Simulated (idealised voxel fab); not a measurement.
A process module follows: voxel self aligned contacts.
The cross-section shown here is cut; it is 210 nm wide and divided into square cells measuring 5 nm on a side.
Cross-section, as written here: a square-cell grid given band by band from the top down, where a band holds one or more rows of cells. Band entry format. Leading values: height of top, height of bottom, nm. Remainder: materials in left-to-right order, each with its width in nm. Special words: "all across" on a single material, which then fills the band edge to edge; "air", empty space. The reference from which all heights are counted is 0, the level beneath which the as-received wafer is entirely one material; the lowest band, having no lower bound, proceeds downward and is written after the example "from 0 down". Top row gets the first number, bottom row gets the second, and each row in between changes by the same step: that is how a band width like "30->40" works. Where the words "remained the same" appear for a step, the cross-section shows no cell changed by that step; every cell remained as before. The entry "Fully enclosed voids" lists the empty spaces that cover at least 8 cells and have no open path to the top. Each is written as width x height at distance, where the distance is measured from the left edge and all three values are in nm. That trailing text on a step's line, after the settings, is the simulator's own remark on the step. overlay nm: mask offset rightward from planned place, masked step; negative means leftward offset.

### plan
step 1: RECEIVE [material Si]
step 2: OXIDIZE [depth nm 5]
step 3: DIRECTIONAL_DEP [material polySi] [thk nm 30]
step 4: DIRECTIONAL_DEP [material SiN] [thk nm 20]
step 5: PATTERN [tone cover] [mask id GATE] [material resist] [width nm 30] [pitch nm 65] [thk nm 20] [overlay nm 0]
step 6: DIRECTIONAL_ETCH [etch materials SiN] [depth nm 20]
step 7: DIRECTIONAL_ETCH [etch materials polySi] [depth nm 30]
step 8: STRIP [etch materials resist]
step 9: CONFORMAL_DEP [material SiN] [thk nm 10]
step 10: DIRECTIONAL_ETCH [etch materials SiN] [depth nm 10]
step 11: FILL_DEP [material SiO2] [thk nm 15]
step 12: CMP [height nm 55]
step 13: PATTERN [tone open] [mask id CONTACT] [material resist] [width nm 45] [pitch nm 65] [thk nm 15] [overlay nm 0]
step 14: DIRECTIONAL_ETCH [etch materials SiO2] [depth nm 60]
step 15: STRIP [etch materials resist]
step 16: CONFORMAL_DEP [material TiN] [thk nm 5]
step 17: FILL_DEP [material W] [thk nm 5]
step 18: CMP [height nm 55]
step 19: CONFORMAL_DEP [material SiCN] [thk nm 5]

### As-received wafer cross-section (after step 1)
  from 0 down | Si all across
  Fully enclosed voids: none

### first wafer at the end, as planned
  from 60 to 55 | SiCN all across
  from 55 to 50 | SiO2: 50, TiN: 20, W: 5, TiN: 20, SiO2: 20, TiN: 20, W: 5, TiN: 20, SiO2: 50
  from 50 to 30 | SiO2: 15, SiN: 50, TiN: 5, W: 5, TiN: 5, SiN: 50, TiN: 5, W: 5, TiN: 5, SiN: 50, SiO2: 15
  from 30 to 0 | SiO2: 15, SiN: 10, polySi: 30, SiN: 10, TiN: 5, W: 5, TiN: 5, SiN: 10, polySi: 30, SiN: 10, TiN: 5, W: 5, TiN: 5, SiN: 10, polySi: 30, SiN: 10, SiO2: 15
  from 0 to -5 | SiO2: 65, TiN: 15, SiO2: 50, TiN: 15, SiO2: 65
  from -5 down | Si all across
  Fully enclosed voids: none

### Here's the second of our two wafers sectioned at module end. Same start as the first, same plan, but one mistake got made running it
  from 60 to 55 | SiCN all across
  from 55 to 40 | SiO2: 15, SiN: 50, TiN: 5, W: 5, TiN: 5, SiN: 50, TiN: 5, W: 5, TiN: 5, SiN: 50, SiO2: 15
  from 40 to 35 | SiO2: 15, SiN: 50, TiN: 15, SiN: 50, TiN: 15, SiN: 50, SiO2: 15
  from 35 to 30 | SiN all across
  from 30 to 0 | polySi all across
  from 0 to -5 | SiO2 all across
  from -5 down | Si all across
  Fully enclosed voids: none
Error vs. plan: it should be noted that step 4 was executed with settings other than those planned, the operation and settings actually applied being DIRECTIONAL_DEP [material SiN] [thk nm 25]
Materials where the second wafer ends with more or fewer cells than the first: SiN: 30 fewer | SiO2: 54 fewer | TiN: 44 fewer | W: 16 fewer | polySi: 144 more
